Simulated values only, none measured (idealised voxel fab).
process module | voxel released beams
cross-section cut | 255 nm wide | cells 5 nm
A cross-section is a grid of square cells, given in bands from the top down. A band is one or more rows of cells.
Each band's line starts with the height of the band's top and of its bottom, in nm. Then come its materials from left to right, each with its width in nm. One material with "throughout" fills the band from edge to edge. "air" is empty space.
Height 0 is the level under which the wafer as received is all one material. The lowest band goes on downwards, as in "0 down".
A width such as "30 to 40" changes by the same amount from each row of cells to the next, from the band's top row to its bottom row.
"no change" after a step means that no cell of the cross-section changed.
closed voids: empty space of 8 cells or more with no open way to the top, each as width x height at its distance from the left edge, in nm
after a step's settings: what the simulator itself notes on the step
overlay nm, on a step with a mask: how far to the right of its planned place the mask lay; to the left if negative
plan
1 op RECEIVE | material Si
2 op CONFORMAL_DEP | material Al2O3 | thk nm 10
3 op DIRECTIONAL_DEP | material SiO2 | thk nm 15
4 op PATTERN | tone open | mask id ANCHOR | material resist | width nm 35 | thk nm 15 | overlay nm 0
5 op DIRECTIONAL_ETCH | etch materials SiO2 | depth nm 15
6 op STRIP | etch materials resist
7 op CONFORMAL_DEP | material polySi | thk nm 10
8 op PATTERN | tone cover | mask id BEAM | material resist | width nm 120 | thk nm 15 | overlay nm -15
9 op DIRECTIONAL_ETCH | etch materials polySi | depth nm 10
10 op STRIP | etch materials resist
11 op STRIP | etch materials SiO2
varied across the wafers: overlay nm of step 8. The plan shows the first wafer's value. All wafers start alike
first wafer as received, after step 1
  0 down: Si throughout
  closed voids: none
first wafer at the end, after step 11
  35 to 25: air 50 | polySi 30 | air 15 | polySi 75 | air 85
  25 to 20: air 70 | polySi 10 | air 15 | polySi 10 | air 150
  20 to 10: air 70 | polySi 35 | air 150
  10 to 0: Al2O3 throughout
  0 down: Si throughout
  closed voids: none
last wafer at the end
  35 to 25: air 95 | polySi 105 | air 55
  25 to 20: air 70 | polySi 10 | air 15 | polySi 10 | air 150
  20 to 10: air 70 | polySi 35 | air 150
  10 to 0: Al2O3 throughout
  0 down: Si throughout
  closed voids: none
each wafer at the end: cells of each material gained (+) or lost (-) since it was received, then its closed voids
overlay nm -15 | +102 Al2O3 | +60 polySi | closed voids: none
overlay nm -10 | +102 Al2O3 | +60 polySi | closed voids: none
overlay nm -5 | +102 Al2O3 | +60 polySi | closed voids: none
overlay nm 0 | +102 Al2O3 | +60 polySi | closed voids: none
overlay nm 5 | +102 Al2O3 | +60 polySi | closed voids: none
overlay nm 10 | +102 Al2O3 | +60 polySi | closed voids: none
overlay nm 15 | +102 Al2O3 | +60 polySi | closed voids: none
